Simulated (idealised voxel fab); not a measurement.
The process module presented herein is designated voxel transistor to metal.
Cross-section cut: width 195 nm, square cells of 5 nm.
Format of a cross-section: grid, square cells. Given as bands. Order: top down. Band: one or more rows of cells. In this notation a band is specified by the heights of its top and bottom, in that order and in nm, after which its materials appear from left to right, each paired with its width in nm. The word "full width" attached to a single material means that material fills the band from edge to edge; the word "air" stands for empty space. Below 0: as-received wafer, all one material; heights counted from there. Lowest band: no bottom, goes on down, written "0 -> down". Width spec "30->40" -> top row of cells at first value, bottom row at second value, equal per-row change in between. "identical to before" means the step left every cell of the cross-section as it was. Basically, "Sealed void inventory" tells you about the enclosed voids: empty spaces with no open way to the top, 8 cells or bigger, each written width x height at distance, where distance is from the left edge, all in nm. Where a step's line continues beyond its settings, the continuation is a remark by the simulator itself on that step. The line of a step may include "overlay nm". On a step with a mask, this value is how far to the right of its planned place the mask lay. A negative value means the mask lay to the left.
**plan**
1: RECEIVE [material Si]
2: CONFORMAL_DEP [material SiO2] [thk nm 5]
3: CONFORMAL_DEP [material SiN] [thk nm 15]
4: DIRECTIONAL_DEP [material aC] [thk nm 15]
5: PATTERN [tone cover] [mask id ACTIVE] [material resist] [width nm 95] [thk nm 30] [overlay nm 0]
6: DIRECTIONAL_ETCH [etch materials aC] [depth nm 15]
7: STRIP [etch materials resist]
8: DIRECTIONAL_ETCH [etch materials SiN] [depth nm 15]
9: DIRECTIONAL_ETCH [etch materials SiO2] [depth nm 5]
10: DIRECTIONAL_ETCH [etch materials Si] [depth nm 25]
11: STRIP [etch materials aC]
12: OXIDIZE [depth nm 5]
13: FILL_DEP [material SiO2] [thk nm 10]
14: CMP [height nm 20]
15: SELECTIVE_ETCH [etch materials SiO2] [depth nm 15]
16: STRIP [etch materials SiN]
17: SELECTIVE_ETCH [etch materials SiO2] [depth nm 5]
18: OXIDIZE [depth nm 5]
19: DIRECTIONAL_DEP [material polySi] [thk nm 30]
20: DIRECTIONAL_DEP [material SiCN] [thk nm 10]
21: MASKED_ETCH [tone cover] [mask id GATE] [width nm 25] [etch materials SiCN] [depth nm 20] [overlay nm 0]
22: MASKED_ETCH [tone cover] [mask id GATE] [width nm 25] [etch materials polySi] [depth nm 40] [overlay nm 0]
23: CONFORMAL_DEP [material SiO2] [thk nm 5]
24: DIRECTIONAL_ETCH [etch materials SiO2] [depth nm 5]
25: CONFORMAL_DEP [material SiN] [thk nm 10]
26: DIRECTIONAL_ETCH [etch materials SiN] [depth nm 10]
27: DIRECTIONAL_ETCH [etch materials SiO2] [depth nm 5]
28: DIRECTIONAL_ETCH [etch materials Si] [depth nm 10]
29: EPI [material SiGe] [thk nm 10]
30: FILL_DEP [material SiO2] [thk nm 5]
31: CMP [height nm 40]
32: DIRECTIONAL_DEP [material SiO2] [thk nm 15]
33: DIRECTIONAL_DEP [material aC] [thk nm 10]
34: PATTERN [tone open] [mask id CONTACT] [material resist] [width nm 15] [pitch nm 70] [thk nm 25] [overlay nm 0]
35: DIRECTIONAL_ETCH [etch materials aC] [depth nm 10]
36: STRIP [etch materials resist]
37: DIRECTIONAL_ETCH [etch materials SiO2] [depth nm 60]
38: STRIP [etch materials aC]
39: CONFORMAL_DEP [material TiN] [thk nm 5]
40: FILL_DEP [material Ru] [thk nm 5]
41: CMP [height nm 55]
42: CONFORMAL_DEP [material SiN] [thk nm 5]
43: DIRECTIONAL_DEP [material lowk] [thk nm 20]
44: PATTERN [tone open] [mask id METAL_1] [material resist] [width nm 15] [pitch nm 70] [thk nm 20] [overlay nm 0]
45: DIRECTIONAL_ETCH [etch materials lowk] [depth nm 20]
46: DIRECTIONAL_ETCH [etch materials SiN] [depth nm 5]
47: STRIP [etch materials resist]
48: CONFORMAL_DEP [material TiN] [thk nm 5]
49: FILL_DEP [material W] [thk nm 10]
50: CMP [height nm 80]
51: CONFORMAL_DEP [material SiCN] [thk nm 5]
52: DIRECTIONAL_DEP [material lowk] [thk nm 35]
53: PATTERN [tone open] [mask id METAL_2] [material resist] [width nm 15] [pitch nm 70] [thk nm 15] [overlay nm 0]
54: DIRECTIONAL_ETCH [etch materials lowk] [depth nm 20]
55: STRIP [etch materials resist]
56: PATTERN [tone open] [mask id METAL_2_HOLES] [material resist] [width nm 15] [pitch nm 70] [thk nm 20] [overlay nm 0]
57: DIRECTIONAL_ETCH [etch materials lowk] [depth nm 15]
58: DIRECTIONAL_ETCH [etch materials SiCN] [depth nm 5]
59: STRIP [etch materials resist]
60: CONFORMAL_DEP [material TiN] [thk nm 5]
61: FILL_DEP [material Cu] [thk nm 5]
62: CMP [height nm 120]
63: CONFORMAL_DEP [material SiCN] [thk nm 5]
**Cross-sectional view of the wafer in its as-received condition, corresponding to the state after step 1**
  0 -> down | Si full width
  Sealed void inventory: none
**first wafer at the end, as planned**
  125 -> 120 | SiCN full width
  120 -> 85 | lowk=55; TiN=5; Cu=5; TiN=5; lowk=55; TiN=5; Cu=5; TiN=5; lowk=55
  85 -> 80 | SiCN=55; TiN=15; SiCN=55; TiN=15; SiCN=55
  80 -> 60 | lowk=55; TiN=5; W=5; TiN=5; lowk=55; TiN=5; W=5; TiN=5; lowk=55
  60 -> 55 | SiN=55; TiN=15; SiN=55; TiN=15; SiN=55
  55 -> 40 | SiO2=55; TiN=5; Ru=5; TiN=5; SiO2=55; TiN=5; Ru=5; TiN=5; SiO2=55
  40 -> 30 | SiO2=55; TiN=5; Ru=5; TiN=5; SiN=10; SiO2=5; SiCN=25; SiO2=5; SiN=10; TiN=5; Ru=5; TiN=5; SiO2=55
  30 -> 10 | SiO2=55; TiN=5; Ru=5; TiN=5; SiN=10; SiO2=5; polySi=25; SiO2=5; SiN=10; TiN=5; Ru=5; TiN=5; SiO2=55
  10 -> 5 | SiO2=55; TiN=15; SiN=10; SiO2=5; polySi=25; SiO2=5; SiN=10; TiN=15; SiO2=55
  5 -> 0 | SiO2=55; TiN=5; SiGe=10; SiN=10; SiO2=5; polySi=25; SiO2=5; SiN=10; SiGe=10; TiN=5; SiO2=55
  0 -> -5 | SiO2=55; TiN=5; SiGe=10; SiO2=55; SiGe=10; TiN=5; SiO2=55
  -5 -> -15 | SiO2=55; SiGe=15; Si=55; SiGe=15; SiO2=55
  -15 -> -30 | SiO2=55; Si=85; SiO2=55
  -30 -> down | Si full width
  Sealed void inventory: none
**Here is the second of the two wafers cut open at the end of the module - same start, same plan as the first one, but we made one mistake running it**
  125 -> 120 | SiCN full width
  120 -> 85 | lowk=55; TiN=5; Cu=5; TiN=5; lowk=55; TiN=5; Cu=5; TiN=5; lowk=55
  85 -> 80 | SiCN=55; TiN=15; SiCN=55; TiN=15; SiCN=55
  80 -> 60 | lowk=55; TiN=5; W=5; TiN=5; lowk=55; TiN=5; W=5; TiN=5; lowk=55
  60 -> 55 | SiN=55; TiN=15; SiN=55; TiN=15; SiN=55
  55 -> 50 | TiN=60; Ru=5; TiN=65; Ru=5; TiN=60
  50 -> 40 | SiO2=55; TiN=5; Ru=5; TiN=5; SiO2=55; TiN=5; Ru=5; TiN=5; SiO2=55
  40 -> 30 | SiO2=55; TiN=5; Ru=5; TiN=5; SiN=10; SiO2=5; SiCN=25; SiO2=5; SiN=10; TiN=5; Ru=5; TiN=5; SiO2=55
  30 -> 10 | SiO2=55; TiN=5; Ru=5; TiN=5; SiN=10; SiO2=5; polySi=25; SiO2=5; SiN=10; TiN=5; Ru=5; TiN=5; SiO2=55
  10 -> 5 | SiO2=55; TiN=15; SiN=10; SiO2=5; polySi=25; SiO2=5; SiN=10; TiN=15; SiO2=55
  5 -> 0 | SiO2=55; TiN=5; SiGe=10; SiN=10; SiO2=5; polySi=25; SiO2=5; SiN=10; SiGe=10; TiN=5; SiO2=55
  0 -> -5 | SiO2=55; TiN=5; SiGe=10; SiO2=55; SiGe=10; TiN=5; SiO2=55
  -5 -> -15 | SiO2=55; SiGe=15; Si=55; SiGe=15; SiO2=55
  -15 -> -30 | SiO2=55; Si=85; SiO2=55
  -30 -> down | Si full width
  Sealed void inventory: none
It is concluded that the wafer was processed incorrectly with respect to the plan, in that note that step 32 departed from the planned setting and was carried out as DIRECTIONAL_DEP [material SiO2] [thk nm 10]
Count the cells at the end and the second wafer has more or fewer of some materials than the first: SiO2 -33, TiN +33
